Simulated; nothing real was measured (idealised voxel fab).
Process module, titled voxel released beams
Shown is cross-section cut, with a width of 270 nm and square cells of size 5 nm.
Think of the cross-section as a grid of square cells. We describe it in bands, top to bottom, and each band covers one or more rows of those cells.
For a band, the entry starts with two heights in nm, that of the top and then that of the bottom, and carries on with the band's materials in order from left to right, each alongside its width in nm; the word "throughout" beside a single material means it fills the band edge to edge, and "air" means empty space.
Heads up on the height convention: 0 is the point under which the incoming wafer is all one material, and the lowest band has no bottom, it just keeps going down, like "from 0 down".
Width spec "30->40" -> top row of cells at first value, bottom row at second value, equal per-row change in between.
A step reported as "no alterations made" is a step in which no cell of the cross-section changed.
Closed empty spaces (no open way to the top) of 8 cells or more are what "Listed closed voids" lists, each as width x height at distance from the left edge, nm for all three.
Text after the settings on a step's line: the simulator's own remark on that step.
For masked steps, "overlay nm" on the step line gives how far right of plan the mask actually lay; a minus sign means it lay to the left.

The steps planned for the process are as follows:
1. RECEIVE | material Si
2. CONFORMAL_DEP | material SiN | thk nm 5
3. DIRECTIONAL_DEP | material SiO2 | thk nm 10
4. MASKED_ETCH | tone open | mask id ANCHOR | width nm 35 | etch materials SiO2 | depth nm 10 | overlay nm 0
5. CONFORMAL_DEP | material polySi | thk nm 10
6. DIRECTIONAL_DEP | material aC | thk nm 15
7. PATTERN | tone cover | mask id BEAM | material resist | width nm 100 | thk nm 30 | overlay nm 0
8. DIRECTIONAL_ETCH | etch materials aC | depth nm 15
9. STRIP | etch materials resist
10. DIRECTIONAL_ETCH | etch materials polySi | depth nm 10
11. STRIP | etch materials aC
12. STRIP | etch materials SiO2

Wafer cross-section on receipt, i.e. after step 1:
> from 0 down | Si throughout
> Listed closed voids: none

Here's the wafer cut in cross-section after the module, started and planned just like above, except one thing was done wrong in the run:
> from 25 to 15 | 80 nm air; 20 nm polySi; 5 nm air; 75 nm polySi; 90 nm air
> from 15 to 5 | 90 nm air; 25 nm polySi; 155 nm air
> from 5 to 0 | SiN throughout
> from 0 down | Si throughout
> Listed closed voids: none
Want to know what went wrong? step 4 deviated from plan and actually ran as MASKED_ETCH | tone open | mask id ANCHOR | width nm 25 | etch materials SiO2 | depth nm 10 | overlay nm 0
